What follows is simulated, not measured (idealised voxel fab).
The following process module bears the name voxel transistor to metal.
cross-section cut | 180 nm wide | cells 5 nm
When this document writes out a cross-section, it uses a grid of square cells and lists it as bands, beginning at the top and moving down, with a band standing for one or more rows of cells.
Quick guide to a band line: top height, bottom height (nm) up front; then every material left to right with its width in nm. Only one material and it's marked "full width"? Then it fills the band edge to edge. And "air" just means empty space.
Heights are measured from 0, the level below which the as-received wafer is all one material; the lowest band has no bottom and continues downward, written as in "0 -> down".
Width: "30..40" (first number = top row, second number = bottom row, same change from row to row of cells).
"everything unchanged" -> step changed no cross-section cell.
Voids not open to the top, 8 cells minimum: see "closed voids". Written width x height at distance; distance is from the left edge; nm.
Where a step's line continues beyond its settings, the continuation is a remark by the simulator itself on that step.
When a step includes a mask, the "overlay nm" setting on its line states how far to the right of its planned place that mask lay, and negative values state how far to the left.

THE FOLLOWING LIST GIVES THE PLANNED PROCESS STEPS
- 1: op RECEIVE | material Si
- 2: op OXIDIZE | depth nm 5
- 3: op CONFORMAL_DEP | material SiN | thk nm 15
- 4: op PATTERN | tone cover | mask id ACTIVE | material resist | width nm 115 | thk nm 15 | overlay nm 0
- 5: op DIRECTIONAL_ETCH | etch materials SiN | depth nm 15
- 6: op DIRECTIONAL_ETCH | etch materials SiO2 | depth nm 5
- 7: op DIRECTIONAL_ETCH | etch materials Si | depth nm 25
- 8: op STRIP | etch materials resist
- 9: op OXIDIZE | depth nm 5
- 10: op FILL_DEP | material SiO2 | thk nm 15
- 11: op CMP | height nm 15
- 12: op SELECTIVE_ETCH | etch materials SiO2 | depth nm 10
- 13: op STRIP | etch materials SiN
- 14: op SELECTIVE_ETCH | etch materials SiO2 | depth nm 5
- 15: op OXIDIZE | depth nm 5
- 16: op DIRECTIONAL_DEP | material polySi | thk nm 30
- 17: op DIRECTIONAL_DEP | material SiCN | thk nm 10
- 18: op PATTERN | tone cover | mask id GATE | material resist | width nm 25 | thk nm 15 | overlay nm 0
- 19: op DIRECTIONAL_ETCH | etch materials SiCN | depth nm 20
- 20: op DIRECTIONAL_ETCH | etch materials polySi | depth nm 40
- 21: op STRIP | etch materials resist
- 22: op CONFORMAL_DEP | material SiN | thk nm 5
- 23: op DIRECTIONAL_ETCH | etch materials SiN | depth nm 5
- 24: op DIRECTIONAL_ETCH | etch materials SiO2 | depth nm 5
- 25: op DIRECTIONAL_ETCH | etch materials Si | depth nm 10
- 26: op EPI | material nSi | thk nm 10
- 27: op FILL_DEP | material SiO2 | thk nm 10
- 28: op CMP | height nm 25
- 29: op STRIP | etch materials polySi
- 30: op SELECTIVE_ETCH | etch materials SiO2 | depth nm 5
- 31: op CONFORMAL_DEP | material HfO2 | thk nm 5
- 32: op CONFORMAL_DEP | material TiN | thk nm 5
- 33: op FILL_DEP | material W | thk nm 5
- 34: op CMP | height nm 20
- 35: op DIRECTIONAL_DEP | material SiO2 | thk nm 15
- 36: op DIRECTIONAL_DEP | material aC | thk nm 15
- 37: op PATTERN | tone open | mask id CONTACT | material resist | width nm 20 | pitch nm 85 | thk nm 30 | overlay nm 0
- 38: op DIRECTIONAL_ETCH | etch materials aC | depth nm 15
- 39: op STRIP | etch materials resist
- 40: op DIRECTIONAL_ETCH | etch materials SiO2 | depth nm 45
- 41: op STRIP | etch materials aC
- 42: op CONFORMAL_DEP | material TiN | thk nm 5
- 43: op FILL_DEP | material Ru | thk nm 5
- 44: op CMP | height nm 35
- 45: op CONFORMAL_DEP | material SiCN | thk nm 5
- 46: op DIRECTIONAL_DEP | material lowk | thk nm 20
- 47: op DIRECTIONAL_DEP | material aC | thk nm 15
- 48: op PATTERN | tone open | mask id METAL_1 | material resist | width nm 20 | pitch nm 85 | thk nm 35 | overlay nm 0
- 49: op DIRECTIONAL_ETCH | etch materials aC | depth nm 15
- 50: op STRIP | etch materials resist
- 51: op DIRECTIONAL_ETCH | etch materials lowk | depth nm 20
- 52: op DIRECTIONAL_ETCH | etch materials SiCN | depth nm 5
- 53: op STRIP | etch materials aC
- 54: op CONFORMAL_DEP | material TiN | thk nm 5
- 55: op FILL_DEP | material Ru | thk nm 10
- 56: op CMP | height nm 60
- 57: op CONFORMAL_DEP | material SiCN | thk nm 5
- 58: op DIRECTIONAL_DEP | material SiO2 | thk nm 30
- 59: op MASKED_ETCH | tone open | mask id METAL_2_HOLES | width nm 15 | pitch nm 85 | etch materials SiO2 | depth nm 30 | overlay nm 0
- 60: op DIRECTIONAL_DEP | material aC | thk nm 10
- 61: op PATTERN | tone open | mask id METAL_2 | material resist | width nm 20 | pitch nm 85 | thk nm 30 | overlay nm 0
- 62: op DIRECTIONAL_ETCH | etch materials aC | depth nm 10
- 63: op STRIP | etch materials resist
- 64: op DIRECTIONAL_ETCH | etch materials SiO2 | depth nm 15
- 65: op DIRECTIONAL_ETCH | etch materials SiCN | depth nm 5
- 66: op STRIP | etch materials aC
- 67: op CONFORMAL_DEP | material TiN | thk nm 5
- 68: op FILL_DEP | material Cu | thk nm 10
- 69: op CMP | height nm 95
- 70: op CONFORMAL_DEP | material SiCN | thk nm 5

HERE'S WHAT THE WAFER LOOKED LIKE IN CROSS-SECTION WHEN IT ARRIVED - THAT'S AFTER STEP 1
- 0 -> down  Si full width
- closed voids: none

FIRST OF TWO WAFERS: CROSS-SECTION AT END OF MODULE, RUN PER PLAN
- 100 -> 95  SiCN full width
- 95 -> 85  SiO2: 35 | TiN: 5 | Cu: 10 | TiN: 5 | SiO2: 65 | TiN: 5 | Cu: 10 | TiN: 5 | SiO2: 40
- 85 -> 80  SiO2: 35 | TiN: 5 | Cu: 5 | TiN: 10 | SiO2: 65 | TiN: 5 | Cu: 5 | TiN: 10 | SiO2: 40
- 80 -> 65  SiO2: 35 | TiN: 5 | Cu: 5 | TiN: 5 | SiO2: 70 | TiN: 5 | Cu: 5 | TiN: 5 | SiO2: 45
- 65 -> 60  SiCN: 35 | TiN: 15 | SiCN: 70 | TiN: 15 | SiCN: 45
- 60 -> 40  lowk: 35 | TiN: 5 | Ru: 10 | TiN: 5 | lowk: 65 | TiN: 5 | Ru: 10 | TiN: 5 | lowk: 40
- 40 -> 35  SiCN: 35 | TiN: 20 | SiCN: 65 | TiN: 20 | SiCN: 40
- 35 -> 20  SiO2: 35 | TiN: 5 | Ru: 10 | TiN: 5 | SiO2: 65 | TiN: 5 | Ru: 10 | TiN: 5 | SiO2: 40
- 20 -> 0  SiO2: 35 | TiN: 5 | Ru: 10 | TiN: 5 | SiO2: 15 | SiN: 5 | HfO2: 5 | TiN: 5 | W: 5 | TiN: 5 | HfO2: 5 | SiN: 5 | SiO2: 15 | TiN: 5 | Ru: 10 | TiN: 5 | SiO2: 40
- 0 -> -5  SiO2: 25 | SiN: 5 | SiO2: 5 | TiN: 5 | Ru: 10 | TiN: 5 | SiO2: 5 | nSi: 10 | SiN: 5 | HfO2: 5 | TiN: 15 | HfO2: 5 | SiN: 5 | nSi: 10 | SiO2: 5 | TiN: 5 | Ru: 10 | TiN: 5 | SiO2: 5 | SiN: 5 | SiO2: 30
- -5 -> -10  SiO2: 35 | TiN: 20 | SiO2: 5 | nSi: 10 | HfO2: 35 | nSi: 10 | SiO2: 5 | TiN: 20 | SiO2: 40
- -10 -> -20  SiO2: 35 | nSi: 35 | Si: 35 | nSi: 35 | SiO2: 40
- -20 -> -35  SiO2: 35 | Si: 105 | SiO2: 40
- -35 -> down  Si full width
- closed voids: none

SECOND WAFER OF THE TWO, SECTIONED AT THE END OF THE MODULE. IT BEGAN LIKE THE FIRST AND FOLLOWED THE SAME PLAN, BUT ONE MISTAKE WAS MADE WHILE RUNNING IT
- 100 -> 95  SiCN full width
- 95 -> 85  SiO2: 35 | TiN: 5 | Cu: 10 | TiN: 5 | SiO2: 65 | TiN: 5 | Cu: 10 | TiN: 5 | SiO2: 40
- 85 -> 80  SiO2: 35 | TiN: 5 | Cu: 5 | TiN: 10 | SiO2: 65 | TiN: 5 | Cu: 5 | TiN: 10 | SiO2: 40
- 80 -> 65  SiO2: 35 | TiN: 5 | Cu: 5 | TiN: 5 | SiO2: 70 | TiN: 5 | Cu: 5 | TiN: 5 | SiO2: 45
- 65 -> 60  SiCN: 35 | TiN: 15 | SiCN: 70 | TiN: 15 | SiCN: 45
- 60 -> 40  lowk: 35 | TiN: 5 | Ru: 10 | TiN: 5 | lowk: 65 | TiN: 5 | Ru: 10 | TiN: 5 | lowk: 40
- 40 -> 35  SiCN: 35 | TiN: 20 | SiCN: 65 | TiN: 20 | SiCN: 40
- 35 -> 20  SiO2: 35 | TiN: 5 | Ru: 10 | TiN: 5 | SiO2: 65 | TiN: 5 | Ru: 10 | TiN: 5 | SiO2: 40
- 20 -> 0  SiO2: 35 | TiN: 5 | Ru: 10 | TiN: 5 | SiO2: 15 | SiN: 5 | HfO2: 5 | TiN: 5 | W: 5 | TiN: 5 | HfO2: 5 | SiN: 5 | SiO2: 15 | TiN: 5 | Ru: 10 | TiN: 5 | SiO2: 40
- 0 -> -5  SiO2: 25 | SiN: 5 | SiO2: 5 | TiN: 5 | Ru: 10 | TiN: 5 | SiO2: 5 | nSi: 10 | SiN: 5 | HfO2: 5 | TiN: 15 | HfO2: 5 | SiN: 5 | nSi: 10 | SiO2: 5 | TiN: 5 | Ru: 10 | TiN: 5 | SiO2: 5 | SiN: 5 | SiO2: 30
- -5 -> -10  SiO2: 35 | TiN: 20 | SiO2: 5 | nSi: 10 | HfO2: 35 | nSi: 10 | SiO2: 5 | TiN: 20 | SiO2: 40
- -10 -> -20  SiO2: 35 | nSi: 35 | Si: 35 | nSi: 35 | SiO2: 40
- -20 -> -60  SiO2: 35 | Si: 105 | SiO2: 40
- -60 -> down  Si full width
- closed voids: none
Misprocessing identified: step 7 of the plan saw execution twice
Wrapping up, a cell-based count of both wafers puts the second over or under the first for these materials: 75 fewer of Si, 75 more of SiO2
